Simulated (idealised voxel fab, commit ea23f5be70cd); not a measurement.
Process module under the name voxel ribs on slabs
Pictured: cross-section cut, 275 nm wide, on a grid of 5 nm square cells.
If you're reading a cross-section in this doc, picture square cells in a grid; it comes to you as bands, top ones listed first down to the bottom, and a band can be one or more rows of cells. The entry gives the band's vertical extent as a top height and a bottom height in nm, then its horizontal make-up as materials from left to right, each with a width in nm. "air" stands for empty space; a single material marked "throughout" fills the band edge to edge. We count height from 0. Below that, the starting wafer is all one material. The lowest band never ends at the bottom but goes on down; see "0 nm and below" for how that is written. A width given as "30 to 40" starts at the first number in the band's top row and ends at the second number in its bottom row, shifting by an equal amount at every step from row to row. Step marked "no change"? Then no cell in the cross-section changed in it. Enclosed voids (no open way to top), threshold 8 cells or more, entry "Cavities, sealed", notation width x height at distance, distance from left edge, nm. Anything after a step's settings on that line? It's the simulator's own note about the step. A step's line can hold "overlay nm"; with a mask on that step, the setting says how far right of the planned place the mask lay, while a negative setting says it lay to the left.
Intended process steps:
1: RECEIVE with material Si
2: DIRECTIONAL_DEP with material SiO2, thk nm 20
3: DIRECTIONAL_DEP with material polySi, thk nm 15
4: MASKED_ETCH with tone cover, mask id RIB, width nm 15, etch materials polySi, depth nm 5, overlay nm 0
5: PATTERN with tone cover, mask id SLAB, material resist, width nm 45, thk nm 20, overlay nm 0
6: DIRECTIONAL_ETCH with etch materials polySi, depth nm 10
7: STRIP with etch materials resist
8: FILL_DEP with material SiO2, thk nm 25
9: CMP with height nm 55
10: DIRECTIONAL_DEP with material W, thk nm 10
11: MASKED_ETCH with tone cover, mask id HEATER, width nm 25, etch materials W, depth nm 10, overlay nm 0
12: CONFORMAL_DEP with material SiO2, thk nm 5
So this is the incoming wafer in cross-section - it's already been through step 1:
* 0 nm and below: Si throughout
* Cavities, sealed: none
Cross-section, first of two wafers, end of module, run as planned:
* 70 nm to 65 nm: air: 120  SiO2: 35  air: 120
* 65 nm to 60 nm: air: 120  SiO2: 5  W: 25  SiO2: 5  air: 120
* 60 nm to 55 nm: SiO2: 125  W: 25  SiO2: 125
* 55 nm to 35 nm: SiO2 throughout
* 35 nm to 30 nm: SiO2: 130  polySi: 15  SiO2: 130
* 30 nm to 20 nm: SiO2: 115  polySi: 45  SiO2: 115
* 20 nm to 0 nm: SiO2 throughout
* 0 nm and below: Si throughout
* Cavities, sealed: none
Wafer two, sectioned after the module: the first wafer's start, the first wafer's plan, and one mistake in how it was run:
* 65 nm to 55 nm: air: 125  W: 25  air: 125
* 55 nm to 35 nm: SiO2 throughout
* 35 nm to 30 nm: SiO2: 130  polySi: 15  SiO2: 130
* 30 nm to 20 nm: SiO2: 115  polySi: 45  SiO2: 115
* 20 nm to 0 nm: SiO2 throughout
* 0 nm and below: Si throughout
* Cavities, sealed: none
Against the plan, the run slipped here: yeah, step 12 of the plan got skipped, never ran
Final difference in cells, second wafer against first, listed per material as more or fewer: SiO2 -59
